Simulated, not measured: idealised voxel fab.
Process module under the name voxel wiring stack
It is cross-section cut that appears here, measuring 180 nm in width, its square cells being 5 nm in size.
A cross-section is written here as square cells arranged in a grid, and it is given in bands from the top down, each band taking up one or more rows of cells.
Top, bottom (nm), then materials left to right with widths (nm); lone material tagged "edge to edge" fills the whole band edge to edge; "blank" = empty space.
Ref level 0: as-received wafer is one material below here. Bottom band extends down with no lower bound ("from 0 down").
Think of "30->40" as a width that walks from the first number to the second as you go down the band, top row to bottom row, taking equal-sized steps from row to row.
The cross-section has no changed cell in any step marked "no alteration".
The entry titled "Trapped void list" provides the empty spaces that have no open way to the top, restricted to those of 8 cells or more. Each is presented as width x height at distance, the distance being measured from the left edge, with all three in nm.
Note: text after step settings on the step line = simulator remark on that step.
"overlay nm" answers the question of how far to the right of plan the mask lay on a step that has a mask, and when it is negative the answer is to the left.

List of planned process steps
- 1: RECEIVE [material Si]
- 2: CONFORMAL_DEP [material SiO2] [thk nm 10]
- 3: DIRECTIONAL_DEP [material TiN] [thk nm 5]
- 4: DIRECTIONAL_DEP [material Ru] [thk nm 15]
- 5: DIRECTIONAL_DEP [material aC] [thk nm 15]
- 6: PATTERN [tone cover] [mask id METAL_1] [material resist] [width nm 20] [pitch nm 50] [thk nm 35] [overlay nm 0]
- 7: DIRECTIONAL_ETCH [etch materials aC] [depth nm 15]
- 8: STRIP [etch materials resist]
- 9: DIRECTIONAL_ETCH [etch materials Ru] [depth nm 15]
- 10: DIRECTIONAL_ETCH [etch materials TiN] [depth nm 5]
- 11: STRIP [etch materials aC]
- 12: FILL_DEP [material SiO2] [thk nm 10]
- 13: CMP [height nm 30]
- 14: CONFORMAL_DEP [material SiCN] [thk nm 5]
- 15: DIRECTIONAL_DEP [material lowk] [thk nm 15]
- 16: MASKED_ETCH [tone open] [mask id PLUG_1] [width nm 15] [pitch nm 100] [etch materials lowk] [depth nm 15] [overlay nm 0]
- 17: MASKED_ETCH [tone open] [mask id PLUG_1] [width nm 15] [pitch nm 100] [etch materials SiCN] [depth nm 5] [overlay nm 0]
- 18: CONFORMAL_DEP [material TiN] [thk nm 5]
- 19: FILL_DEP [material Cu] [thk nm 10]
- 20: CMP [height nm 50]
- 21: CONFORMAL_DEP [material SiCN] [thk nm 5]
- 22: DIRECTIONAL_DEP [material SiO2] [thk nm 15]
- 23: MASKED_ETCH [tone open] [mask id METAL_2] [width nm 20] [pitch nm 50] [etch materials SiO2] [depth nm 15] [overlay nm 0]
- 24: MASKED_ETCH [tone open] [mask id METAL_2] [width nm 20] [pitch nm 50] [etch materials SiCN] [depth nm 5] [overlay nm 0]
- 25: CONFORMAL_DEP [material TiN] [thk nm 5]
- 26: FILL_DEP [material Ru] [thk nm 5]
- 27: CMP [height nm 70]
- 28: CONFORMAL_DEP [material SiCN] [thk nm 5]
- 29: DIRECTIONAL_DEP [material SiO2] [thk nm 15]
- 30: MASKED_ETCH [tone open] [mask id PLUG_2] [width nm 15] [pitch nm 100] [etch materials SiO2] [depth nm 15] [overlay nm 0]
- 31: MASKED_ETCH [tone open] [mask id PLUG_2] [width nm 15] [pitch nm 100] [etch materials SiCN] [depth nm 5] [overlay nm 0]
- 32: EPI [material Ru] [thk nm 10]
- 33: EPI [material Ru] [thk nm 10]
- 34: CONFORMAL_DEP [material SiN] [thk nm 5]
- 35: DIRECTIONAL_DEP [material lowk] [thk nm 15]
- 36: MASKED_ETCH [tone open] [mask id METAL_3] [width nm 20] [pitch nm 50] [etch materials lowk] [depth nm 15] [overlay nm 0]
- 37: MASKED_ETCH [tone open] [mask id METAL_3] [width nm 20] [pitch nm 50] [etch materials SiN] [depth nm 5] [overlay nm 0]
- 38: CONFORMAL_DEP [material TiN] [thk nm 5]
- 39: FILL_DEP [material Cu] [thk nm 10]
- 40: CMP [height nm 110]
- 41: EPI [material Ru] [thk nm 5]
- 42: FILL_DEP [material SiCN] [thk nm 5]
- 43: DIRECTIONAL_DEP [material SiO2] [thk nm 25]
- 44: MASKED_ETCH [tone open] [mask id METAL_4] [width nm 20] [pitch nm 50] [etch materials SiO2] [depth nm 15] [overlay nm 0]
- 45: MASKED_ETCH [tone open] [mask id METAL_4_HOLES] [width nm 15] [pitch nm 50] [etch materials SiO2] [depth nm 10] [overlay nm 0]
- 46: MASKED_ETCH [tone open] [mask id METAL_4_HOLES] [width nm 15] [pitch nm 50] [etch materials SiCN] [depth nm 5] [overlay nm 0]
- 47: CONFORMAL_DEP [material TiN] [thk nm 5]
- 48: FILL_DEP [material Cu] [thk nm 10]
- 49: CMP [height nm 145]
- 50: CONFORMAL_DEP [material SiN] [thk nm 5]

First wafer of two (run as planned)

Wafer as received: cross-section following step 1
* from 0 down: Si edge to edge
* Trapped void list: none

The following cross-section depicts the wafer upon completion of step 2
* from 10 to 0: SiO2 edge to edge
* At heights below 0, the structure remains unaltered.

The following cross-section depicts the wafer upon completion of step 3
* from 15 to 10: TiN edge to edge
* At heights below 10, the structure remains unaltered.

The following cross-section depicts the wafer upon completion of step 4
* from 30 to 15: Ru edge to edge
* At heights below 15, the structure remains unaltered.

The following cross-section depicts the wafer upon completion of step 5
* from 45 to 30: aC edge to edge
* At heights below 30, the structure remains unaltered.

The following cross-section depicts the wafer upon completion of step 6
* from 80 to 45: blank=30  resist=20  blank=30  resist=20  blank=30  resist=20  blank=30
* At heights below 45, the structure remains unaltered.

The following cross-section depicts the wafer upon completion of step 7
* from 65 to 45: blank=30  resist=20  blank=30  resist=20  blank=30  resist=20  blank=30
* from 45 to 30: blank=30  aC=20  blank=30  aC=20  blank=30  aC=20  blank=30
* At heights below 30, the structure remains unaltered.

The following cross-section depicts the wafer upon completion of step 8
* from 45 to 30: blank=30  aC=20  blank=30  aC=20  blank=30  aC=20  blank=30
* At heights below 30, the structure remains unaltered.

The following cross-section depicts the wafer upon completion of step 9
* from 45 to 30: blank=30  aC=20  blank=30  aC=20  blank=30  aC=20  blank=30
* from 30 to 15: blank=30  Ru=20  blank=30  Ru=20  blank=30  Ru=20  blank=30
* At heights below 15, the structure remains unaltered.

The following cross-section depicts the wafer upon completion of step 10
* from 45 to 30: blank=30  aC=20  blank=30  aC=20  blank=30  aC=20  blank=30
* from 30 to 15: blank=30  Ru=20  blank=30  Ru=20  blank=30  Ru=20  blank=30
* from 15 to 10: blank=30  TiN=20  blank=30  TiN=20  blank=30  TiN=20  blank=30
* At heights below 10, the structure remains unaltered.

The following cross-section depicts the wafer upon completion of step 11
* from 30 to 15: blank=30  Ru=20  blank=30  Ru=20  blank=30  Ru=20  blank=30
* At heights below 15, the structure remains unaltered.

The following cross-section depicts the wafer upon completion of step 12
* from 40 to 30: SiO2 edge to edge
* from 30 to 15: SiO2=30  Ru=20  SiO2=30  Ru=20  SiO2=30  Ru=20  SiO2=30
* from 15 to 10: SiO2=30  TiN=20  SiO2=30  TiN=20  SiO2=30  TiN=20  SiO2=30
* At heights below 10, the structure remains unaltered.

The following cross-section depicts the wafer upon completion of step 13
* from 30 to 15: SiO2=30  Ru=20  SiO2=30  Ru=20  SiO2=30  Ru=20  SiO2=30
* At heights below 15, the structure remains unaltered.

The following cross-section depicts the wafer upon completion of step 14
* from 35 to 30: SiCN edge to edge
* At heights below 30, the structure remains unaltered.

The following cross-section depicts the wafer upon completion of step 15
* from 50 to 35: lowk edge to edge
* At heights below 35, the structure remains unaltered.

The following cross-section depicts the wafer upon completion of step 16
* from 50 to 35: lowk=30  blank=15  lowk=85  blank=15  lowk=35
* At heights below 35, the structure remains unaltered.

The following cross-section depicts the wafer upon completion of step 17
* from 50 to 35: lowk=30  blank=15  lowk=85  blank=15  lowk=35
* from 35 to 30: SiCN=30  blank=15  SiCN=85  blank=15  SiCN=35
* At heights below 30, the structure remains unaltered.

The following cross-section depicts the wafer upon completion of step 18
* from 55 to 50: TiN=35  blank=5  TiN=95  blank=5  TiN=40
* from 50 to 35: lowk=30  TiN=5  blank=5  TiN=5  lowk=85  TiN=5  blank=5  TiN=5  lowk=35
* from 35 to 30: SiCN=30  TiN=15  SiCN=85  TiN=15  SiCN=35
* At heights below 30, the structure remains unaltered.

The following cross-section depicts the wafer upon completion of step 19
* from 65 to 55: Cu edge to edge
* from 55 to 50: TiN=35  Cu=5  TiN=95  Cu=5  TiN=40
* from 50 to 35: lowk=30  TiN=5  Cu=5  TiN=5  lowk=85  TiN=5  Cu=5  TiN=5  lowk=35
* At heights below 35, the structure remains unaltered.

The following cross-section depicts the wafer upon completion of step 20
* from 50 to 35: lowk=30  TiN=5  Cu=5  TiN=5  lowk=85  TiN=5  Cu=5  TiN=5  lowk=35
* At heights below 35, the structure remains unaltered.

The following cross-section depicts the wafer upon completion of step 21
* from 55 to 50: SiCN edge to edge
* At heights below 50, the structure remains unaltered.

The following cross-section depicts the wafer upon completion of step 22
* from 70 to 55: SiO2 edge to edge
* At heights below 55, the structure remains unaltered.

The following cross-section depicts the wafer upon completion of step 23
* from 70 to 55: SiO2=30  blank=20  SiO2=30  blank=20  SiO2=30  blank=20  SiO2=30
* At heights below 55, the structure remains unaltered.

The following cross-section depicts the wafer upon completion of step 24
* from 70 to 55: SiO2=30  blank=20  SiO2=30  blank=20  SiO2=30  blank=20  SiO2=30
* from 55 to 50: SiCN=30  blank=20  SiCN=30  blank=20  SiCN=30  blank=20  SiCN=30
* At heights below 50, the structure remains unaltered.

The following cross-section depicts the wafer upon completion of step 25
* from 75 to 70: TiN=35  blank=10  TiN=40  blank=10  TiN=40  blank=10  TiN=35
* from 70 to 55: SiO2=30  TiN=5  blank=10  TiN=5  SiO2=30  TiN=5  blank=10  TiN=5  SiO2=30  TiN=5  blank=10  TiN=5  SiO2=30
* from 55 to 50: SiCN=30  TiN=20  SiCN=30  TiN=20  SiCN=30  TiN=20  SiCN=30
* At heights below 50, the structure remains unaltered.

The following cross-section depicts the wafer upon completion of step 26
* from 80 to 75: Ru edge to edge
* from 75 to 70: TiN=35  Ru=10  TiN=40  Ru=10  TiN=40  Ru=10  TiN=35
* from 70 to 55: SiO2=30  TiN=5  Ru=10  TiN=5  SiO2=30  TiN=5  Ru=10  TiN=5  SiO2=30  TiN=5  Ru=10  TiN=5  SiO2=30
* At heights below 55, the structure remains unaltered.

The following cross-section depicts the wafer upon completion of step 27
* from 70 to 55: SiO2=30  TiN=5  Ru=10  TiN=5  SiO2=30  TiN=5  Ru=10  TiN=5  SiO2=30  TiN=5  Ru=10  TiN=5  SiO2=30
* At heights below 55, the structure remains unaltered.

The following cross-section depicts the wafer upon completion of step 28
* from 75 to 70: SiCN edge to edge
* At heights below 70, the structure remains unaltered.

The following cross-section depicts the wafer upon completion of step 29
* from 90 to 75: SiO2 edge to edge
* At heights below 75, the structure remains unaltered.

The following cross-section depicts the wafer upon completion of step 30
* from 90 to 75: SiO2=30  blank=15  SiO2=85  blank=15  SiO2=35
* At heights below 75, the structure remains unaltered.

The following cross-section depicts the wafer upon completion of step 31
* from 90 to 75: SiO2=30  blank=15  SiO2=85  blank=15  SiO2=35
* from 75 to 70: SiCN=30  blank=15  SiCN=85  blank=15  SiCN=35
* At heights below 70, the structure remains unaltered.

The following cross-section depicts the wafer upon completion of step 32
* from 90 to 80: SiO2=30  blank=15  SiO2=85  blank=15  SiO2=35
* from 80 to 75: SiO2=30  Ru=15  SiO2=85  Ru=15  SiO2=35
* from 75 to 70: SiCN=30  Ru=15  SiCN=85  Ru=15  SiCN=35
* At heights below 70, the structure remains unaltered.

The following cross-section depicts the wafer upon completion of step 33
* from 90 to 75: SiO2=30  Ru=15  SiO2=85  Ru=15  SiO2=35
* At heights below 75, the structure remains unaltered.

The following cross-section depicts the wafer upon completion of step 34
* from 95 to 90: SiN edge to edge
* At heights below 90, the structure remains unaltered.

The following cross-section depicts the wafer upon completion of step 35
* from 110 to 95: lowk edge to edge
* At heights below 95, the structure remains unaltered.

The following cross-section depicts the wafer upon completion of step 36
* from 110 to 95: lowk=30  blank=20  lowk=30  blank=20  lowk=30  blank=20  lowk=30
* At heights below 95, the structure remains unaltered.

The following cross-section depicts the wafer upon completion of step 37
* from 110 to 95: lowk=30  blank=20  lowk=30  blank=20  lowk=30  blank=20  lowk=30
* from 95 to 90: SiN=30  blank=20  SiN=30  blank=20  SiN=30  blank=20  SiN=30
* At heights below 90, the structure remains unaltered.

The following cross-section depicts the wafer upon completion of step 38
* from 115 to 110: TiN=35  blank=10  TiN=40  blank=10  TiN=40  blank=10  TiN=35
* from 110 to 95: lowk=30  TiN=5  blank=10  TiN=5  lowk=30  TiN=5  blank=10  TiN=5  lowk=30  TiN=5  blank=10  TiN=5  lowk=30
* from 95 to 90: SiN=30  TiN=20  SiN=30  TiN=20  SiN=30  TiN=20  SiN=30
* At heights below 90, the structure remains unaltered.

The following cross-section depicts the wafer upon completion of step 39
* from 125 to 115: Cu edge to edge
* from 115 to 110: TiN=35  Cu=10  TiN=40  Cu=10  TiN=40  Cu=10  TiN=35
* from 110 to 95: lowk=30  TiN=5  Cu=10  TiN=5  lowk=30  TiN=5  Cu=10  TiN=5  lowk=30  TiN=5  Cu=10  TiN=5  lowk=30
* At heights below 95, the structure remains unaltered.

The following cross-section depicts the wafer upon completion of step 40
* from 110 to 95: lowk=30  TiN=5  Cu=10  TiN=5  lowk=30  TiN=5  Cu=10  TiN=5  lowk=30  TiN=5  Cu=10  TiN=5  lowk=30
* At heights below 95, the structure remains unaltered.

The following cross-section depicts the wafer upon completion of step 41
* from 115 to 110: blank=25  Ru=30  blank=20  Ru=30  blank=20  Ru=30  blank=25
* At heights below 110, the structure remains unaltered.

The following cross-section depicts the wafer upon completion of step 42
* from 120 to 115: SiCN edge to edge
* from 115 to 110: SiCN=25  Ru=30  SiCN=20  Ru=30  SiCN=20  Ru=30  SiCN=25
* At heights below 110, the structure remains unaltered.

The following cross-section depicts the wafer upon completion of step 43
* from 145 to 120: SiO2 edge to edge
* At heights below 120, the structure remains unaltered.

The following cross-section depicts the wafer upon completion of step 44
* from 145 to 130: SiO2=30  blank=20  SiO2=30  blank=20  SiO2=30  blank=20  SiO2=30
* At heights below 130, the structure remains unaltered.

The following cross-section depicts the wafer upon completion of step 45
* from 145 to 130: SiO2=30  blank=20  SiO2=30  blank=20  SiO2=30  blank=20  SiO2=30
* from 130 to 120: SiO2=30  blank=15  SiO2=35  blank=15  SiO2=35  blank=15  SiO2=35
* At heights below 120, the structure remains unaltered.

The following cross-section depicts the wafer upon completion of step 46
* from 145 to 130: SiO2=30  blank=20  SiO2=30  blank=20  SiO2=30  blank=20  SiO2=30
* from 130 to 120: SiO2=30  blank=15  SiO2=35  blank=15  SiO2=35  blank=15  SiO2=35
* from 120 to 115: SiCN=30  blank=15  SiCN=35  blank=15  SiCN=35  blank=15  SiCN=35
* At heights below 115, the structure remains unaltered.

The following cross-section depicts the wafer upon completion of step 47
* from 150 to 145: TiN=35  blank=10  TiN=40  blank=10  TiN=40  blank=10  TiN=35
* from 145 to 135: SiO2=30  TiN=5  blank=10  TiN=5  SiO2=30  TiN=5  blank=10  TiN=5  SiO2=30  TiN=5  blank=10  TiN=5  SiO2=30
* from 135 to 130: SiO2=30  TiN=5  blank=5  TiN=10  SiO2=30  TiN=5  blank=5  TiN=10  SiO2=30  TiN=5  blank=5  TiN=10  SiO2=30
* from 130 to 120: SiO2=30  TiN=5  blank=5  TiN=5  SiO2=35  TiN=5  blank=5  TiN=5  SiO2=35  TiN=5  blank=5  TiN=5  SiO2=35
* from 120 to 115: SiCN=30  TiN=15  SiCN=35  TiN=15  SiCN=35  TiN=15  SiCN=35
* At heights below 115, the structure remains unaltered.

The following cross-section depicts the wafer upon completion of step 48
* from 160 to 150: Cu edge to edge
* from 150 to 145: TiN=35  Cu=10  TiN=40  Cu=10  TiN=40  Cu=10  TiN=35
* from 145 to 135: SiO2=30  TiN=5  Cu=10  TiN=5  SiO2=30  TiN=5  Cu=10  TiN=5  SiO2=30  TiN=5  Cu=10  TiN=5  SiO2=30
* from 135 to 130: SiO2=30  TiN=5  Cu=5  TiN=10  SiO2=30  TiN=5  Cu=5  TiN=10  SiO2=30  TiN=5  Cu=5  TiN=10  SiO2=30
* from 130 to 120: SiO2=30  TiN=5  Cu=5  TiN=5  SiO2=35  TiN=5  Cu=5  TiN=5  SiO2=35  TiN=5  Cu=5  TiN=5  SiO2=35
* At heights below 120, the structure remains unaltered.

The following cross-section depicts the wafer upon completion of step 49
* from 145 to 135: SiO2=30  TiN=5  Cu=10  TiN=5  SiO2=30  TiN=5  Cu=10  TiN=5  SiO2=30  TiN=5  Cu=10  TiN=5  SiO2=30
* At heights below 135, the structure remains unaltered.

The following cross-section depicts the wafer upon completion of step 50
* from 150 to 145: SiN edge to edge
* At heights below 145, the structure remains unaltered.

It is to be noted that the second wafer proceeded from the same initial state and according to the same plan as the first, although one mistake was committed in its execution; through step 22, inclusive, the two wafers share an identical history

Cross-section of the second wafer at the time by which step 23 should have been completed according to the plan
* from 70 to 55: SiO2=25  blank=20  SiO2=30  blank=20  SiO2=30  blank=20  SiO2=35
* At heights below 55, the structure remains unaltered.

Cross-section of the second wafer at the time by which step 24 should have been completed according to the plan
* from 70 to 55: SiO2=25  blank=20  SiO2=30  blank=20  SiO2=30  blank=20  SiO2=35
* from 55 to 50: SiCN=30  blank=15  SiCN=35  blank=15  SiCN=35  blank=15  SiCN=35
* At heights below 50, the structure remains unaltered.

Cross-section of the second wafer at the time by which step 25 should have been completed according to the plan
* from 75 to 70: TiN=30  blank=10  TiN=40  blank=10  TiN=40  blank=10  TiN=40
* from 70 to 60: SiO2=25  TiN=5  blank=10  TiN=5  SiO2=30  TiN=5  blank=10  TiN=5  SiO2=30  TiN=5  blank=10  TiN=5  SiO2=35
* from 60 to 55: SiO2=25  TiN=10  blank=5  TiN=5  SiO2=30  TiN=10  blank=5  TiN=5  SiO2=30  TiN=10  blank=5  TiN=5  SiO2=35
* from 55 to 50: SiCN=30  TiN=15  SiCN=35  TiN=15  SiCN=35  TiN=15  SiCN=35
* At heights below 50, the structure remains unaltered.

Cross-section of the second wafer at the time by which step 26 should have been completed according to the plan
* from 80 to 75: Ru edge to edge
* from 75 to 70: TiN=30  Ru=10  TiN=40  Ru=10  TiN=40  Ru=10  TiN=40
* from 70 to 60: SiO2=25  TiN=5  Ru=10  TiN=5  SiO2=30  TiN=5  Ru=10  TiN=5  SiO2=30  TiN=5  Ru=10  TiN=5  SiO2=35
* from 60 to 55: SiO2=25  TiN=10  Ru=5  TiN=5  SiO2=30  TiN=10  Ru=5  TiN=5  SiO2=30  TiN=10  Ru=5  TiN=5  SiO2=35
* At heights below 55, the structure remains unaltered.

Cross-section of the second wafer at the time by which step 27 should have been completed according to the plan
* from 70 to 60: SiO2=25  TiN=5  Ru=10  TiN=5  SiO2=30  TiN=5  Ru=10  TiN=5  SiO2=30  TiN=5  Ru=10  TiN=5  SiO2=35
* At heights below 60, the structure remains unaltered.

Cross-section of the second wafer at the time by which step 28 should have been completed according to the plan
* from 75 to 70: SiCN edge to edge
* At heights below 70, the structure remains unaltered.

Cross-section of the second wafer at the time by which step 29 should have been completed according to the plan
* from 90 to 75: SiO2 edge to edge
* At heights below 75, the structure remains unaltered.

Cross-section of the second wafer at the time by which step 30 should have been completed according to the plan
* from 90 to 75: SiO2=30  blank=15  SiO2=85  blank=15  SiO2=35
* At heights below 75, the structure remains unaltered.

Cross-section of the second wafer at the time by which step 31 should have been completed according to the plan
* from 90 to 75: SiO2=30  blank=15  SiO2=85  blank=15  SiO2=35
* from 75 to 70: SiCN=30  blank=15  SiCN=85  blank=15  SiCN=35
* At heights below 70, the structure remains unaltered.

Cross-section of the second wafer at the time by which step 32 should have been completed according to the plan
* from 90 to 80: SiO2=30  blank=15  SiO2=85  blank=15  SiO2=35
* from 80 to 75: SiO2=30  Ru=15  SiO2=85  Ru=15  SiO2=35
* from 75 to 70: SiCN=30  Ru=15  SiCN=85  Ru=15  SiCN=35
* At heights below 70, the structure remains unaltered.

Cross-section of the second wafer at the time by which step 33 should have been completed according to the plan
* from 90 to 75: SiO2=30  Ru=15  SiO2=85  Ru=15  SiO2=35
* At heights below 75, the structure remains unaltered.

Cross-section of the second wafer at the time by which step 34 should have been completed according to the plan
* from 95 to 90: SiN edge to edge
* At heights below 90, the structure remains unaltered.

Cross-section of the second wafer at the time by which step 35 should have been completed according to the plan
* from 110 to 95: lowk edge to edge
* At heights below 95, the structure remains unaltered.

Cross-section of the second wafer at the time by which step 36 should have been completed according to the plan
* from 110 to 95: lowk=30  blank=20  lowk=30  blank=20  lowk=30  blank=20  lowk=30
* At heights below 95, the structure remains unaltered.

Cross-section of the second wafer at the time by which step 37 should have been completed according to the plan
* from 110 to 95: lowk=30  blank=20  lowk=30  blank=20  lowk=30  blank=20  lowk=30
* from 95 to 90: SiN=30  blank=20  SiN=30  blank=20  SiN=30  blank=20  SiN=30
* At heights below 90, the structure remains unaltered.

Cross-section of the second wafer at the time by which step 38 should have been completed according to the plan
* from 115 to 110: TiN=35  blank=10  TiN=40  blank=10  TiN=40  blank=10  TiN=35
* from 110 to 95: lowk=30  TiN=5  blank=10  TiN=5  lowk=30  TiN=5  blank=10  TiN=5  lowk=30  TiN=5  blank=10  TiN=5  lowk=30
* from 95 to 90: SiN=30  TiN=20  SiN=30  TiN=20  SiN=30  TiN=20  SiN=30
* At heights below 90, the structure remains unaltered.

Cross-section of the second wafer at the time by which step 39 should have been completed according to the plan
* from 125 to 115: Cu edge to edge
* from 115 to 110: TiN=35  Cu=10  TiN=40  Cu=10  TiN=40  Cu=10  TiN=35
* from 110 to 95: lowk=30  TiN=5  Cu=10  TiN=5  lowk=30  TiN=5  Cu=10  TiN=5  lowk=30  TiN=5  Cu=10  TiN=5  lowk=30
* At heights below 95, the structure remains unaltered.

Cross-section of the second wafer at the time by which step 40 should have been completed according to the plan
* from 110 to 95: lowk=30  TiN=5  Cu=10  TiN=5  lowk=30  TiN=5  Cu=10  TiN=5  lowk=30  TiN=5  Cu=10  TiN=5  lowk=30
* At heights below 95, the structure remains unaltered.

Cross-section of the second wafer at the time by which step 41 should have been completed according to the plan
* from 115 to 110: blank=25  Ru=30  blank=20  Ru=30  blank=20  Ru=30  blank=25
* At heights below 110, the structure remains unaltered.

Cross-section of the second wafer at the time by which step 42 should have been completed according to the plan
* from 120 to 115: SiCN edge to edge
* from 115 to 110: SiCN=25  Ru=30  SiCN=20  Ru=30  SiCN=20  Ru=30  SiCN=25
* At heights below 110, the structure remains unaltered.

Cross-section of the second wafer at the time by which step 43 should have been completed according to the plan
* from 145 to 120: SiO2 edge to edge
* At heights below 120, the structure remains unaltered.

Cross-section of the second wafer at the time by which step 44 should have been completed according to the plan
* from 145 to 130: SiO2=30  blank=20  SiO2=30  blank=20  SiO2=30  blank=20  SiO2=30
* At heights below 130, the structure remains unaltered.

Cross-section of the second wafer at the time by which step 45 should have been completed according to the plan
* from 145 to 130: SiO2=30  blank=20  SiO2=30  blank=20  SiO2=30  blank=20  SiO2=30
* from 130 to 120: SiO2=30  blank=15  SiO2=35  blank=15  SiO2=35  blank=15  SiO2=35
* At heights below 120, the structure remains unaltered.

Cross-section of the second wafer at the time by which step 46 should have been completed according to the plan
* from 145 to 130: SiO2=30  blank=20  SiO2=30  blank=20  SiO2=30  blank=20  SiO2=30
* from 130 to 120: SiO2=30  blank=15  SiO2=35  blank=15  SiO2=35  blank=15  SiO2=35
* from 120 to 115: SiCN=30  blank=15  SiCN=35  blank=15  SiCN=35  blank=15  SiCN=35
* At heights below 115, the structure remains unaltered.

Cross-section of the second wafer at the time by which step 47 should have been completed according to the plan
* from 150 to 145: TiN=35  blank=10  TiN=40  blank=10  TiN=40  blank=10  TiN=35
* from 145 to 135: SiO2=30  TiN=5  blank=10  TiN=5  SiO2=30  TiN=5  blank=10  TiN=5  SiO2=30  TiN=5  blank=10  TiN=5  SiO2=30
* from 135 to 130: SiO2=30  TiN=5  blank=5  TiN=10  SiO2=30  TiN=5  blank=5  TiN=10  SiO2=30  TiN=5  blank=5  TiN=10  SiO2=30
* from 130 to 120: SiO2=30  TiN=5  blank=5  TiN=5  SiO2=35  TiN=5  blank=5  TiN=5  SiO2=35  TiN=5  blank=5  TiN=5  SiO2=35
* from 120 to 115: SiCN=30  TiN=15  SiCN=35  TiN=15  SiCN=35  TiN=15  SiCN=35
* At heights below 115, the structure remains unaltered.

Cross-section of the second wafer at the time by which step 48 should have been completed according to the plan
* from 160 to 150: Cu edge to edge
* from 150 to 145: TiN=35  Cu=10  TiN=40  Cu=10  TiN=40  Cu=10  TiN=35
* from 145 to 135: SiO2=30  TiN=5  Cu=10  TiN=5  SiO2=30  TiN=5  Cu=10  TiN=5  SiO2=30  TiN=5  Cu=10  TiN=5  SiO2=30
* from 135 to 130: SiO2=30  TiN=5  Cu=5  TiN=10  SiO2=30  TiN=5  Cu=5  TiN=10  SiO2=30  TiN=5  Cu=5  TiN=10  SiO2=30
* from 130 to 120: SiO2=30  TiN=5  Cu=5  TiN=5  SiO2=35  TiN=5  Cu=5  TiN=5  SiO2=35  TiN=5  Cu=5  TiN=5  SiO2=35
* At heights below 120, the structure remains unaltered.

Cross-section of the second wafer at the time by which step 49 should have been completed according to the plan
* from 145 to 135: SiO2=30  TiN=5  Cu=10  TiN=5  SiO2=30  TiN=5  Cu=10  TiN=5  SiO2=30  TiN=5  Cu=10  TiN=5  SiO2=30
* At heights below 135, the structure remains unaltered.

Cross-section of the second wafer at the time by which step 50 should have been completed according to the plan
* from 150 to 145: SiN edge to edge
* At heights below 145, the structure remains unaltered.
So what did we get wrong on this run? rather than as planned, step 23 actually ran as MASKED_ETCH [tone open] [mask id METAL_2] [width nm 20] [pitch nm 50] [etch materials SiO2] [depth nm 15] [overlay nm -5]
The final cell counts differ between the wafers, with the second having more or fewer of some materials than the first: Ru -3 | SiCN +3
